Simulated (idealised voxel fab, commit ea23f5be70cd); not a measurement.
process module | voxel ribs on slabs
cross-section cut | 150 nm wide | cells 5 nm
A cross-section is a grid of square cells, given in bands from the top down. A band is one or more rows of cells.
Each band's line starts with the height of the band's top and of its bottom, in nm. Then come its materials from left to right, each with its width in nm. One material with "throughout" fills the band from edge to edge. "air" is empty space.
Height 0 is the level under which the wafer as received is all one material. The lowest band goes on downwards, as in "0 down".
A width such as "30 to 40" changes by the same amount from each row of cells to the next, from the band's top row to its bottom row.
"no change" after a step means that no cell of the cross-section changed.
closed voids: empty space of 8 cells or more with no open way to the top, each as width x height at its distance from the left edge, in nm
after a step's settings: what the simulator itself notes on the step
overlay nm, on a step with a mask: how far to the right of its planned place the mask lay; to the left if negative
plan
1 op RECEIVE | material Si
2 op DIRECTIONAL_DEP | material SiO2 | thk nm 20
3 op DIRECTIONAL_DEP | material polySi | thk nm 15
4 op PATTERN | tone cover | mask id RIB | material resist | width nm 25 | thk nm 20 | overlay nm 0
5 op DIRECTIONAL_ETCH | etch materials polySi | depth nm 10
6 op STRIP | etch materials resist
7 op PATTERN | tone cover | mask id SLAB | material resist | width nm 85 | thk nm 20 | overlay nm 0
8 op DIRECTIONAL_ETCH | etch materials polySi | depth nm 5
9 op STRIP | etch materials resist
10 op FILL_DEP | material SiO2 | thk nm 20
11 op CMP | height nm 45
12 op DIRECTIONAL_DEP | material W | thk nm 10
13 op MASKED_ETCH | tone cover | mask id HEATER | width nm 35 | etch materials W | depth nm 10 | overlay nm 0
14 op CONFORMAL_DEP | material SiN | thk nm 10
as received, after step 1
  0 down: Si throughout
  closed voids: none
first wafer at the end, as planned
  65 to 55: air 45 | SiN 55 | air 50
  55 to 45: SiN 55 | W 35 | SiN 60
  45 to 35: SiO2 throughout
  35 to 25: SiO2 60 | polySi 25 | SiO2 65
  25 to 20: SiO2 30 | polySi 85 | SiO2 35
  20 to 0: SiO2 throughout
  0 down: Si throughout
  closed voids: none
second wafer at the end: like start, like plan, one mistake
  65 to 55: air 45 | SiN 55 | air 50
  55 to 45: SiN 55 | W 35 | SiN 60
  45 to 25: SiO2 throughout
  25 to 20: SiO2 30 | polySi 30 | SiO2 25 | polySi 30 | SiO2 35
  20 to 0: SiO2 throughout
  0 down: Si throughout
  closed voids: none
what went wrong: steps 3 and 4 were swapped
at the end the second wafer has, in cells: 15 more of SiO2 | 15 fewer of polySi
